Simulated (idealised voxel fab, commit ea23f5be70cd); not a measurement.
process module | voxel self aligned contacts
cross-section cut | 260 nm wide | cells 5 nm
A cross-section is a grid of square cells, given in bands from the top down. A band is one or more rows of cells.
Each band's line starts with the height of the band's top and of its bottom, in nm. Then come its materials from left to right, each with its width in nm. One material with "throughout" fills the band from edge to edge. "air" is empty space.
Height 0 is the level under which the wafer as received is all one material. The lowest band goes on downwards, as in "0 down".
A width such as "30 to 40" changes by the same amount from each row of cells to the next, from the band's top row to its bottom row.
"no change" after a step means that no cell of the cross-section changed.
closed voids: empty space of 8 cells or more with no open way to the top, each as width x height at its distance from the left edge, in nm
after a step's settings: what the simulator itself notes on the step
overlay nm, on a step with a mask: how far to the right of its planned place the mask lay; to the left if negative
plan
1 op RECEIVE | material Si
2 op OXIDIZE | depth nm 5
3 op DIRECTIONAL_DEP | material polySi | thk nm 30
4 op DIRECTIONAL_DEP | material SiN | thk nm 25
5 op PATTERN | tone cover | mask id GATE | material resist | width nm 25 | pitch nm 70 | thk nm 15 | overlay nm 0
6 op DIRECTIONAL_ETCH | etch materials SiN | depth nm 25
7 op DIRECTIONAL_ETCH | etch materials polySi | depth nm 30
8 op STRIP | etch materials resist
9 op CONFORMAL_DEP | material SiN | thk nm 10
10 op DIRECTIONAL_ETCH | etch materials SiN | depth nm 10
11 op FILL_DEP | material SiO2 | thk nm 15
12 op CMP | height nm 65
13 op MASKED_ETCH | tone open | mask id CONTACT | width nm 55 | pitch nm 70 | etch materials SiO2 | depth nm 70 | overlay nm 0
14 op CONFORMAL_DEP | material TiN | thk nm 5
15 op FILL_DEP | material W | thk nm 10
16 op CMP | height nm 65
17 op CONFORMAL_DEP | material SiN | thk nm 5
as received, after step 1
  0 down: Si throughout
  closed voids: none
first wafer at the end, as planned
  70 to 65: SiN throughout
  65 to 55: SiO2 65 | TiN 5 to 20 | W 45 to 15 | TiN 5 to 20 | SiO2 15 | TiN 5 to 20 | W 45 to 15 | TiN 5 to 20 | SiO2 70
  55 to 30: SiO2 35 | SiN 45 | TiN 5 | W 15 | TiN 5 | SiN 45 | TiN 5 | W 15 | TiN 5 | SiN 45 | SiO2 40
  30 to 0: SiO2 35 | SiN 10 | polySi 25 | SiN 10 | TiN 5 | W 15 | TiN 5 | SiN 10 | polySi 25 | SiN 10 | TiN 5 | W 15 | TiN 5 | SiN 10 | polySi 25 | SiN 10 | SiO2 40
  0 to -5: SiO2 80 | TiN 25 | SiO2 45 | TiN 25 | SiO2 85
  -5 down: Si throughout
  closed voids: none
second wafer at the end: like start, like plan, one mistake
  70 to 65: SiN throughout
  65 to 55: SiO2 55 | TiN 5 to 30 | W 45 to 15 | TiN 5 to 10 | SiO2 15 | TiN 5 to 30 | W 45 to 15 | TiN 5 to 10 | SiO2 80
  55 to 30: SiO2 35 | SiN 45 | TiN 5 | W 15 | TiN 5 | SiN 45 | TiN 5 | W 15 | TiN 5 | SiN 45 | SiO2 40
  30 to 0: SiO2 35 | SiN 10 | polySi 25 | SiN 10 | TiN 5 | W 15 | TiN 5 | SiN 10 | polySi 25 | SiN 10 | TiN 5 | W 15 | TiN 5 | SiN 10 | polySi 25 | SiN 10 | SiO2 40
  0 to -5: SiO2 80 | TiN 25 | SiO2 45 | TiN 25 | SiO2 85
  -5 down: Si throughout
  closed voids: none
what went wrong: step 13 ran as: op MASKED_ETCH | tone open | mask id CONTACT | width nm 55 | pitch nm 70 | etch materials SiO2 | depth nm 70 | overlay nm -10
at the end the second wafer has, in cells: as many of each material as the first, in other places
